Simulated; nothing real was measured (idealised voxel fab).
process module | voxel air gaps
cross-section cut | 170 nm wide | cells 5 nm
A cross-section is a grid of square cells, given in bands from the top down. A band is one or more rows of cells.
Each band's line starts with the height of the band's top and of its bottom, in nm. Then come its materials from left to right, each with its width in nm. One material with "throughout" fills the band from edge to edge. "air" is empty space.
Height 0 is the level under which the wafer as received is all one material. The lowest band goes on downwards, as in "0 down".
A width such as "30 to 40" changes by the same amount from each row of cells to the next, from the band's top row to its bottom row.
"no change" after a step means that no cell of the cross-section changed.
closed voids: empty space of 8 cells or more with no open way to the top, each as width x height at its distance from the left edge, in nm
after a step's settings: what the simulator itself notes on the step
overlay nm, on a step with a mask: how far to the right of its planned place the mask lay; to the left if negative
plan
1 op RECEIVE | material Si
2 op CONFORMAL_DEP | material SiO2 | thk nm 10
3 op CONFORMAL_DEP | material SiN | thk nm 5
4 op DIRECTIONAL_DEP | material lowk | thk nm 40
5 op DIRECTIONAL_DEP | material aC | thk nm 10
6 op PATTERN | tone open | mask id LINES | material resist | width nm 20 | pitch nm 45 | thk nm 25 | overlay nm 0
7 op DIRECTIONAL_ETCH | etch materials aC | depth nm 10
8 op STRIP | etch materials resist
9 op DIRECTIONAL_ETCH | etch materials lowk | depth nm 40
10 op STRIP | etch materials aC
11 op CONFORMAL_DEP | material TiN | thk nm 5
12 op FILL_DEP | material Ru | thk nm 10
13 op CMP | height nm 55
14 op EPI | material Ru | thk nm 10
15 op SELECTIVE_ETCH | etch materials lowk | depth nm 50
16 op CONFORMAL_DEP | material SiCN | thk nm 5
first wafer, as planned
as received, after step 1
  0 down: Si throughout
  closed voids: none
after step 2
  10 to 0: SiO2 throughout
  below 0: unchanged
after step 3
  15 to 10: SiN throughout
  below 10: unchanged
after step 4
  55 to 15: lowk throughout
  below 15: unchanged
after step 5
  65 to 55: aC throughout
  below 55: unchanged
after step 6
  90 to 65: resist 30 | air 20 | resist 25 | air 20 | resist 25 | air 20 | resist 30
  below 65: unchanged
after step 7
  80 to 65: resist 30 | air 20 | resist 25 | air 20 | resist 25 | air 20 | resist 30
  65 to 55: aC 30 | air 20 | aC 25 | air 20 | aC 25 | air 20 | aC 30
  below 55: unchanged
after step 8
  65 to 55: aC 30 | air 20 | aC 25 | air 20 | aC 25 | air 20 | aC 30
  below 55: unchanged
after step 9
  65 to 55: aC 30 | air 20 | aC 25 | air 20 | aC 25 | air 20 | aC 30
  55 to 15: lowk 30 | air 20 | lowk 25 | air 20 | lowk 25 | air 20 | lowk 30
  below 15: unchanged
after step 10
  55 to 15: lowk 30 | air 20 | lowk 25 | air 20 | lowk 25 | air 20 | lowk 30
  below 15: unchanged
after step 11
  60 to 55: TiN 35 | air 10 | TiN 35 | air 10 | TiN 35 | air 10 | TiN 35
  55 to 20: lowk 30 | TiN 5 | air 10 | TiN 5 | lowk 25 | TiN 5 | air 10 | TiN 5 | lowk 25 | TiN 5 | air 10 | TiN 5 | lowk 30
  20 to 15: lowk 30 | TiN 20 | lowk 25 | TiN 20 | lowk 25 | TiN 20 | lowk 30
  below 15: unchanged
after step 12
  70 to 60: Ru throughout
  60 to 55: TiN 35 | Ru 10 | TiN 35 | Ru 10 | TiN 35 | Ru 10 | TiN 35
  55 to 20: lowk 30 | TiN 5 | Ru 10 | TiN 5 | lowk 25 | TiN 5 | Ru 10 | TiN 5 | lowk 25 | TiN 5 | Ru 10 | TiN 5 | lowk 30
  below 20: unchanged
after step 13
  55 to 20: lowk 30 | TiN 5 | Ru 10 | TiN 5 | lowk 25 | TiN 5 | Ru 10 | TiN 5 | lowk 25 | TiN 5 | Ru 10 | TiN 5 | lowk 30
  below 20: unchanged
after step 14
  65 to 55: air 20 | Ru 40 | air 5 | Ru 40 | air 5 | Ru 40 | air 20
  below 55: unchanged
after step 15
  65 to 55: air 20 | Ru 40 | air 5 | Ru 40 | air 5 | Ru 40 | air 20
  55 to 20: air 30 | TiN 5 | Ru 10 | TiN 5 | air 25 | TiN 5 | Ru 10 | TiN 5 | air 25 | TiN 5 | Ru 10 | TiN 5 | air 30
  20 to 15: air 30 | TiN 20 | air 25 | TiN 20 | air 25 | TiN 20 | air 30
  below 15: unchanged
after step 16
  70 to 65: air 15 | SiCN 140 | air 15
  65 to 55: air 15 | SiCN 5 | Ru 40 | SiCN 5 | Ru 40 | SiCN 5 | Ru 40 | SiCN 5 | air 15
  55 to 50: air 15 | SiCN 15 | TiN 5 | Ru 10 | TiN 5 | SiCN 25 | TiN 5 | Ru 10 | TiN 5 | SiCN 25 | TiN 5 | Ru 10 | TiN 5 | SiCN 15 | air 15
  50 to 20: air 25 | SiCN 5 | TiN 5 | Ru 10 | TiN 5 | SiCN 5 | air 15 | SiCN 5 | TiN 5 | Ru 10 | TiN 5 | SiCN 5 | air 15 | SiCN 5 | TiN 5 | Ru 10 | TiN 5 | SiCN 5 | air 25
  20 to 15: SiCN 30 | TiN 20 | SiCN 25 | TiN 20 | SiCN 25 | TiN 20 | SiCN 30
  below 15: unchanged
  closed voids: 15 x 30 at 55; 15 x 30 at 100
second wafer: like start, like plan, one mistake. Through step 10 it matches the first wafer
when step 11 should have ended
  60 to 55: SiCN 35 | air 10 | SiCN 35 | air 10 | SiCN 35 | air 10 | SiCN 35
  55 to 20: lowk 30 | SiCN 5 | air 10 | SiCN 5 | lowk 25 | SiCN 5 | air 10 | SiCN 5 | lowk 25 | SiCN 5 | air 10 | SiCN 5 | lowk 30
  20 to 15: lowk 30 | SiCN 20 | lowk 25 | SiCN 20 | lowk 25 | SiCN 20 | lowk 30
  below 15: unchanged
when step 12 should have ended
  70 to 60: Ru throughout
  60 to 55: SiCN 35 | Ru 10 | SiCN 35 | Ru 10 | SiCN 35 | Ru 10 | SiCN 35
  55 to 20: lowk 30 | SiCN 5 | Ru 10 | SiCN 5 | lowk 25 | SiCN 5 | Ru 10 | SiCN 5 | lowk 25 | SiCN 5 | Ru 10 | SiCN 5 | lowk 30
  below 20: unchanged
when step 13 should have ended
  55 to 20: lowk 30 | SiCN 5 | Ru 10 | SiCN 5 | lowk 25 | SiCN 5 | Ru 10 | SiCN 5 | lowk 25 | SiCN 5 | Ru 10 | SiCN 5 | lowk 30
  below 20: unchanged
when step 14 should have ended
  65 to 55: air 25 | Ru 30 | air 15 | Ru 30 | air 15 | Ru 30 | air 25
  below 55: unchanged
when step 15 should have ended
  65 to 55: air 25 | Ru 30 | air 15 | Ru 30 | air 15 | Ru 30 | air 25
  55 to 20: air 30 | SiCN 5 | Ru 10 | SiCN 5 | air 25 | SiCN 5 | Ru 10 | SiCN 5 | air 25 | SiCN 5 | Ru 10 | SiCN 5 | air 30
  20 to 15: air 30 | SiCN 20 | air 25 | SiCN 20 | air 25 | SiCN 20 | air 30
  below 15: unchanged
when step 16 should have ended
  70 to 65: air 20 | SiCN 40 | air 5 | SiCN 40 | air 5 | SiCN 40 | air 20
  65 to 55: air 20 | SiCN 5 | Ru 30 | SiCN 5 | air 5 | SiCN 5 | Ru 30 | SiCN 5 | air 5 | SiCN 5 | Ru 30 | SiCN 5 | air 20
  55 to 50: air 20 | SiCN 15 | Ru 10 | SiCN 15 | air 5 | SiCN 15 | Ru 10 | SiCN 15 | air 5 | SiCN 15 | Ru 10 | SiCN 15 | air 20
  50 to 20: air 25 | SiCN 10 | Ru 10 | SiCN 10 | air 15 | SiCN 10 | Ru 10 | SiCN 10 | air 15 | SiCN 10 | Ru 10 | SiCN 10 | air 25
  20 to 15: SiCN throughout
  below 15: unchanged
what went wrong: step 11 ran as: op CONFORMAL_DEP | material SiCN | thk nm 5
at the end the second wafer has, in cells: 12 fewer of Ru | 50 more of SiCN | 54 fewer of TiN
closed voids at the end (first wafer, second wafer): 2, 0
